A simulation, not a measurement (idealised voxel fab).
The process module that follows is named voxel wiring stack.
Section cut is 260 nm wide and gridded with 5 nm square cells.
Just so we're on the same page, the cross-sections are grids of square cells, and they're listed out in bands top to bottom, each band one or more rows deep. This entry defines a band. It first specifies the height of the band's top and the height of its bottom in nm, and then specifies the band's materials from left to right, stating each material with its width in nm. The word "all across" identifies a single material that fills the band from edge to edge, while the word "blank" identifies empty space. The reference from which all heights are counted is 0, the level beneath which the as-received wafer is entirely one material; the lowest band, having no lower bound, proceeds downward and is written after the example "0..down". Per-row width for "30 to 40": begins at first number (top row of band), ends at second number (bottom row), increment between rows held constant. Step note "no modification" = no cross-section cell changed. The entry "Fully sealed voids" lists the empty spaces that cover at least 8 cells and have no open path to the top. Each is written as width x height at distance, where the distance is measured from the left edge and all three values are in nm. On each step's line, the part that comes after the settings is the simulator's own comment on the step. When a step includes a mask, the "overlay nm" setting on its line states how far to the right of its planned place that mask lay, and negative values state how far to the left.
# Listed below are the process steps as planned
1. RECEIVE with material Si
2. CONFORMAL_DEP with material SiO2, thk nm 15
3. DIRECTIONAL_DEP with material TiN, thk nm 5
4. DIRECTIONAL_DEP with material Ru, thk nm 15
5. PATTERN with tone cover, mask id METAL_1, material resist, width nm 20, pitch nm 45, thk nm 20, overlay nm 0
6. DIRECTIONAL_ETCH with etch materials Ru, depth nm 15
7. DIRECTIONAL_ETCH with etch materials TiN, depth nm 5
8. STRIP with etch materials resist
9. CONFORMAL_DEP with material SiN, thk nm 5
10. FILL_DEP with material SiO2, thk nm 10
11. CMP with height nm 35
12. CONFORMAL_DEP with material SiCN, thk nm 5
13. DIRECTIONAL_DEP with material SiO2, thk nm 30
14. MASKED_ETCH with tone open, mask id METAL_2_HOLES, width nm 15, pitch nm 45, etch materials SiO2, depth nm 30, overlay nm 0
15. MASKED_ETCH with tone open, mask id METAL_2, width nm 20, pitch nm 45, etch materials SiO2, depth nm 15, overlay nm 0
16. MASKED_ETCH with tone open, mask id METAL_2, width nm 20, pitch nm 45, etch materials SiCN, depth nm 5, overlay nm 0
17. CONFORMAL_DEP with material TiN, thk nm 5
18. FILL_DEP with material Ru, thk nm 10
19. CMP with height nm 70
20. CONFORMAL_DEP with material SiCN, thk nm 5
# First wafer out of two, processed as planned
# Cross-section of the incoming wafer, state after step 1
> 0..down = Si all across
> Fully sealed voids: none
# Cross-section of the wafer after step 2
> 15..0 = SiO2 all across
> Lower than 0, everything is as it was.
# Cross-section of the wafer after step 3
> 20..15 = TiN all across
> Lower than 15, everything is as it was.
# Cross-section of the wafer after step 4
> 35..20 = Ru all across
> Lower than 20, everything is as it was.
# Cross-section of the wafer after step 5
> 55..35 = 50 of blank; 20 of resist; 25 of blank; 20 of resist; 25 of blank; 20 of resist; 25 of blank; 20 of resist; 55 of blank
> Lower than 35, everything is as it was.
# Cross-section of the wafer after step 6
> 55..35 = 50 of blank; 20 of resist; 25 of blank; 20 of resist; 25 of blank; 20 of resist; 25 of blank; 20 of resist; 55 of blank
> 35..20 = 50 of blank; 20 of Ru; 25 of blank; 20 of Ru; 25 of blank; 20 of Ru; 25 of blank; 20 of Ru; 55 of blank
> Lower than 20, everything is as it was.
# Cross-section of the wafer after step 7
> 55..35 = 50 of blank; 20 of resist; 25 of blank; 20 of resist; 25 of blank; 20 of resist; 25 of blank; 20 of resist; 55 of blank
> 35..20 = 50 of blank; 20 of Ru; 25 of blank; 20 of Ru; 25 of blank; 20 of Ru; 25 of blank; 20 of Ru; 55 of blank
> 20..15 = 50 of blank; 20 of TiN; 25 of blank; 20 of TiN; 25 of blank; 20 of TiN; 25 of blank; 20 of TiN; 55 of blank
> Lower than 15, everything is as it was.
# Cross-section of the wafer after step 8
> 35..20 = 50 of blank; 20 of Ru; 25 of blank; 20 of Ru; 25 of blank; 20 of Ru; 25 of blank; 20 of Ru; 55 of blank
> Lower than 20, everything is as it was.
# Cross-section of the wafer after step 9
> 40..35 = 45 of blank; 30 of SiN; 15 of blank; 30 of SiN; 15 of blank; 30 of SiN; 15 of blank; 30 of SiN; 50 of blank
> 35..20 = 45 of blank; 5 of SiN; 20 of Ru; 5 of SiN; 15 of blank; 5 of SiN; 20 of Ru; 5 of SiN; 15 of blank; 5 of SiN; 20 of Ru; 5 of SiN; 15 of blank; 5 of SiN; 20 of Ru; 5 of SiN; 50 of blank
> 20..15 = 50 of SiN; 20 of TiN; 25 of SiN; 20 of TiN; 25 of SiN; 20 of TiN; 25 of SiN; 20 of TiN; 55 of SiN
> Lower than 15, everything is as it was.
# Cross-section of the wafer after step 10
> 50..40 = SiO2 all across
> 40..35 = 45 of SiO2; 30 of SiN; 15 of SiO2; 30 of SiN; 15 of SiO2; 30 of SiN; 15 of SiO2; 30 of SiN; 50 of SiO2
> 35..20 = 45 of SiO2; 5 of SiN; 20 of Ru; 5 of SiN; 15 of SiO2; 5 of SiN; 20 of Ru; 5 of SiN; 15 of SiO2; 5 of SiN; 20 of Ru; 5 of SiN; 15 of SiO2; 5 of SiN; 20 of Ru; 5 of SiN; 50 of SiO2
> Lower than 20, everything is as it was.
# Cross-section of the wafer after step 11
> 35..20 = 45 of SiO2; 5 of SiN; 20 of Ru; 5 of SiN; 15 of SiO2; 5 of SiN; 20 of Ru; 5 of SiN; 15 of SiO2; 5 of SiN; 20 of Ru; 5 of SiN; 15 of SiO2; 5 of SiN; 20 of Ru; 5 of SiN; 50 of SiO2
> Lower than 20, everything is as it was.
# Cross-section of the wafer after step 12
> 40..35 = SiCN all across
> Lower than 35, everything is as it was.
# Cross-section of the wafer after step 13
> 70..40 = SiO2 all across
> Lower than 40, everything is as it was.
# Cross-section of the wafer after step 14
> 70..40 = 50 of SiO2; 15 of blank; 30 of SiO2; 15 of blank; 30 of SiO2; 15 of blank; 30 of SiO2; 15 of blank; 60 of SiO2
> Lower than 40, everything is as it was.
# Cross-section of the wafer after step 15
> 70..55 = 50 of SiO2; 20 of blank; 25 of SiO2; 20 of blank; 25 of SiO2; 20 of blank; 25 of SiO2; 20 of blank; 55 of SiO2
> Lower than 55, everything is as it was.
# Cross-section of the wafer after step 16
> 70..55 = 50 of SiO2; 20 of blank; 25 of SiO2; 20 of blank; 25 of SiO2; 20 of blank; 25 of SiO2; 20 of blank; 55 of SiO2
> 55..40 = 50 of SiO2; 15 of blank; 30 of SiO2; 15 of blank; 30 of SiO2; 15 of blank; 30 of SiO2; 15 of blank; 60 of SiO2
> 40..35 = 50 of SiCN; 15 of blank; 30 of SiCN; 15 of blank; 30 of SiCN; 15 of blank; 30 of SiCN; 15 of blank; 60 of SiCN
> Lower than 35, everything is as it was.
# Cross-section of the wafer after step 17
> 75..70 = 55 of TiN; 10 of blank; 35 of TiN; 10 of blank; 35 of TiN; 10 of blank; 35 of TiN; 10 of blank; 60 of TiN
> 70..60 = 50 of SiO2; 5 of TiN; 10 of blank; 5 of TiN; 25 of SiO2; 5 of TiN; 10 of blank; 5 of TiN; 25 of SiO2; 5 of TiN; 10 of blank; 5 of TiN; 25 of SiO2; 5 of TiN; 10 of blank; 5 of TiN; 55 of SiO2
> 60..55 = 50 of SiO2; 5 of TiN; 5 of blank; 10 of TiN; 25 of SiO2; 5 of TiN; 5 of blank; 10 of TiN; 25 of SiO2; 5 of TiN; 5 of blank; 10 of TiN; 25 of SiO2; 5 of TiN; 5 of blank; 10 of TiN; 55 of SiO2
> 55..40 = 50 of SiO2; 5 of TiN; 5 of blank; 5 of TiN; 30 of SiO2; 5 of TiN; 5 of blank; 5 of TiN; 30 of SiO2; 5 of TiN; 5 of blank; 5 of TiN; 30 of SiO2; 5 of TiN; 5 of blank; 5 of TiN; 60 of SiO2
> 40..35 = 50 of SiCN; 15 of TiN; 30 of SiCN; 15 of TiN; 30 of SiCN; 15 of TiN; 30 of SiCN; 15 of TiN; 60 of SiCN
> Lower than 35, everything is as it was.
# Cross-section of the wafer after step 18
> 85..75 = Ru all across
> 75..70 = 55 of TiN; 10 of Ru; 35 of TiN; 10 of Ru; 35 of TiN; 10 of Ru; 35 of TiN; 10 of Ru; 60 of TiN
> 70..60 = 50 of SiO2; 5 of TiN; 10 of Ru; 5 of TiN; 25 of SiO2; 5 of TiN; 10 of Ru; 5 of TiN; 25 of SiO2; 5 of TiN; 10 of Ru; 5 of TiN; 25 of SiO2; 5 of TiN; 10 of Ru; 5 of TiN; 55 of SiO2
> 60..55 = 50 of SiO2; 5 of TiN; 5 of Ru; 10 of TiN; 25 of SiO2; 5 of TiN; 5 of Ru; 10 of TiN; 25 of SiO2; 5 of TiN; 5 of Ru; 10 of TiN; 25 of SiO2; 5 of TiN; 5 of Ru; 10 of TiN; 55 of SiO2
> 55..40 = 50 of SiO2; 5 of TiN; 5 of Ru; 5 of TiN; 30 of SiO2; 5 of TiN; 5 of Ru; 5 of TiN; 30 of SiO2; 5 of TiN; 5 of Ru; 5 of TiN; 30 of SiO2; 5 of TiN; 5 of Ru; 5 of TiN; 60 of SiO2
> Lower than 40, everything is as it was.
# Cross-section of the wafer after step 19
> 70..60 = 50 of SiO2; 5 of TiN; 10 of Ru; 5 of TiN; 25 of SiO2; 5 of TiN; 10 of Ru; 5 of TiN; 25 of SiO2; 5 of TiN; 10 of Ru; 5 of TiN; 25 of SiO2; 5 of TiN; 10 of Ru; 5 of TiN; 55 of SiO2
> Lower than 60, everything is as it was.
# Cross-section of the wafer after step 20
> 75..70 = SiCN all across
> Lower than 70, everything is as it was.
# It is to be noted that the second wafer proceeded from the same initial state and according to the same plan as the first, although one mistake was committed in its execution; through step 4, inclusive, the two wafers share an identical history
# Second wafer, section view, time point: scheduled end of step 5
> 55..35 = 45 of blank; 30 of resist; 15 of blank; 30 of resist; 15 of blank; 30 of resist; 15 of blank; 30 of resist; 50 of blank
> Lower than 35, everything is as it was.
# Second wafer, section view, time point: scheduled end of step 6
> 55..35 = 45 of blank; 30 of resist; 15 of blank; 30 of resist; 15 of blank; 30 of resist; 15 of blank; 30 of resist; 50 of blank
> 35..20 = 45 of blank; 30 of Ru; 15 of blank; 30 of Ru; 15 of blank; 30 of Ru; 15 of blank; 30 of Ru; 50 of blank
> Lower than 20, everything is as it was.
# Second wafer, section view, time point: scheduled end of step 7
> 55..35 = 45 of blank; 30 of resist; 15 of blank; 30 of resist; 15 of blank; 30 of resist; 15 of blank; 30 of resist; 50 of blank
> 35..20 = 45 of blank; 30 of Ru; 15 of blank; 30 of Ru; 15 of blank; 30 of Ru; 15 of blank; 30 of Ru; 50 of blank
> 20..15 = 45 of blank; 30 of TiN; 15 of blank; 30 of TiN; 15 of blank; 30 of TiN; 15 of blank; 30 of TiN; 50 of blank
> Lower than 15, everything is as it was.
# Second wafer, section view, time point: scheduled end of step 8
> 35..20 = 45 of blank; 30 of Ru; 15 of blank; 30 of Ru; 15 of blank; 30 of Ru; 15 of blank; 30 of Ru; 50 of blank
> Lower than 20, everything is as it was.
# Second wafer, section view, time point: scheduled end of step 9
> 40..35 = 40 of blank; 40 of SiN; 5 of blank; 40 of SiN; 5 of blank; 40 of SiN; 5 of blank; 40 of SiN; 45 of blank
> 35..20 = 40 of blank; 5 of SiN; 30 of Ru; 5 of SiN; 5 of blank; 5 of SiN; 30 of Ru; 5 of SiN; 5 of blank; 5 of SiN; 30 of Ru; 5 of SiN; 5 of blank; 5 of SiN; 30 of Ru; 5 of SiN; 45 of blank
> 20..15 = 45 of SiN; 30 of TiN; 15 of SiN; 30 of TiN; 15 of SiN; 30 of TiN; 15 of SiN; 30 of TiN; 50 of SiN
> Lower than 15, everything is as it was.
# Second wafer, section view, time point: scheduled end of step 10
> 50..40 = SiO2 all across
> 40..35 = 40 of SiO2; 40 of SiN; 5 of SiO2; 40 of SiN; 5 of SiO2; 40 of SiN; 5 of SiO2; 40 of SiN; 45 of SiO2
> 35..20 = 40 of SiO2; 5 of SiN; 30 of Ru; 5 of SiN; 5 of SiO2; 5 of SiN; 30 of Ru; 5 of SiN; 5 of SiO2; 5 of SiN; 30 of Ru; 5 of SiN; 5 of SiO2; 5 of SiN; 30 of Ru; 5 of SiN; 45 of SiO2
> Lower than 20, everything is as it was.
# Second wafer, section view, time point: scheduled end of step 11
> 35..20 = 40 of SiO2; 5 of SiN; 30 of Ru; 5 of SiN; 5 of SiO2; 5 of SiN; 30 of Ru; 5 of SiN; 5 of SiO2; 5 of SiN; 30 of Ru; 5 of SiN; 5 of SiO2; 5 of SiN; 30 of Ru; 5 of SiN; 45 of SiO2
> Lower than 20, everything is as it was.
# Second wafer, section view, time point: scheduled end of step 12
> 40..35 = SiCN all across
> Lower than 35, everything is as it was.
# Second wafer, section view, time point: scheduled end of step 13
> 70..40 = SiO2 all across
> Lower than 40, everything is as it was.
# Second wafer, section view, time point: scheduled end of step 14
> 70..40 = 50 of SiO2; 15 of blank; 30 of SiO2; 15 of blank; 30 of SiO2; 15 of blank; 30 of SiO2; 15 of blank; 60 of SiO2
> Lower than 40, everything is as it was.
# Second wafer, section view, time point: scheduled end of step 15
> 70..55 = 50 of SiO2; 20 of blank; 25 of SiO2; 20 of blank; 25 of SiO2; 20 of blank; 25 of SiO2; 20 of blank; 55 of SiO2
> Lower than 55, everything is as it was.
# Second wafer, section view, time point: scheduled end of step 16
> 70..55 = 50 of SiO2; 20 of blank; 25 of SiO2; 20 of blank; 25 of SiO2; 20 of blank; 25 of SiO2; 20 of blank; 55 of SiO2
> 55..40 = 50 of SiO2; 15 of blank; 30 of SiO2; 15 of blank; 30 of SiO2; 15 of blank; 30 of SiO2; 15 of blank; 60 of SiO2
> 40..35 = 50 of SiCN; 15 of blank; 30 of SiCN; 15 of blank; 30 of SiCN; 15 of blank; 30 of SiCN; 15 of blank; 60 of SiCN
> Lower than 35, everything is as it was.
# Second wafer, section view, time point: scheduled end of step 17
> 75..70 = 55 of TiN; 10 of blank; 35 of TiN; 10 of blank; 35 of TiN; 10 of blank; 35 of TiN; 10 of blank; 60 of TiN
> 70..60 = 50 of SiO2; 5 of TiN; 10 of blank; 5 of TiN; 25 of SiO2; 5 of TiN; 10 of blank; 5 of TiN; 25 of SiO2; 5 of TiN; 10 of blank; 5 of TiN; 25 of SiO2; 5 of TiN; 10 of blank; 5 of TiN; 55 of SiO2
> 60..55 = 50 of SiO2; 5 of TiN; 5 of blank; 10 of TiN; 25 of SiO2; 5 of TiN; 5 of blank; 10 of TiN; 25 of SiO2; 5 of TiN; 5 of blank; 10 of TiN; 25 of SiO2; 5 of TiN; 5 of blank; 10 of TiN; 55 of SiO2
> 55..40 = 50 of SiO2; 5 of TiN; 5 of blank; 5 of TiN; 30 of SiO2; 5 of TiN; 5 of blank; 5 of TiN; 30 of SiO2; 5 of TiN; 5 of blank; 5 of TiN; 30 of SiO2; 5 of TiN; 5 of blank; 5 of TiN; 60 of SiO2
> 40..35 = 50 of SiCN; 15 of TiN; 30 of SiCN; 15 of TiN; 30 of SiCN; 15 of TiN; 30 of SiCN; 15 of TiN; 60 of SiCN
> Lower than 35, everything is as it was.
# Second wafer, section view, time point: scheduled end of step 18
> 85..75 = Ru all across
> 75..70 = 55 of TiN; 10 of Ru; 35 of TiN; 10 of Ru; 35 of TiN; 10 of Ru; 35 of TiN; 10 of Ru; 60 of TiN
> 70..60 = 50 of SiO2; 5 of TiN; 10 of Ru; 5 of TiN; 25 of SiO2; 5 of TiN; 10 of Ru; 5 of TiN; 25 of SiO2; 5 of TiN; 10 of Ru; 5 of TiN; 25 of SiO2; 5 of TiN; 10 of Ru; 5 of TiN; 55 of SiO2
> 60..55 = 50 of SiO2; 5 of TiN; 5 of Ru; 10 of TiN; 25 of SiO2; 5 of TiN; 5 of Ru; 10 of TiN; 25 of SiO2; 5 of TiN; 5 of Ru; 10 of TiN; 25 of SiO2; 5 of TiN; 5 of Ru; 10 of TiN; 55 of SiO2
> 55..40 = 50 of SiO2; 5 of TiN; 5 of Ru; 5 of TiN; 30 of SiO2; 5 of TiN; 5 of Ru; 5 of TiN; 30 of SiO2; 5 of TiN; 5 of Ru; 5 of TiN; 30 of SiO2; 5 of TiN; 5 of Ru; 5 of TiN; 60 of SiO2
> Lower than 40, everything is as it was.
# Second wafer, section view, time point: scheduled end of step 19
> 70..60 = 50 of SiO2; 5 of TiN; 10 of Ru; 5 of TiN; 25 of SiO2; 5 of TiN; 10 of Ru; 5 of TiN; 25 of SiO2; 5 of TiN; 10 of Ru; 5 of TiN; 25 of SiO2; 5 of TiN; 10 of Ru; 5 of TiN; 55 of SiO2
> Lower than 60, everything is as it was.
# Second wafer, section view, time point: scheduled end of step 20
> 75..70 = SiCN all across
> Lower than 70, everything is as it was.
Plan not followed: step 5 was not run as planned; what actually ran was PATTERN with tone cover, mask id METAL_1, material resist, width nm 30, pitch nm 45, thk nm 20, overlay nm 0
Final cells, second wafer relative to first, materials higher or lower: 24 more of Ru; 8 fewer of SiN; 24 fewer of SiO2; 8 more of TiN
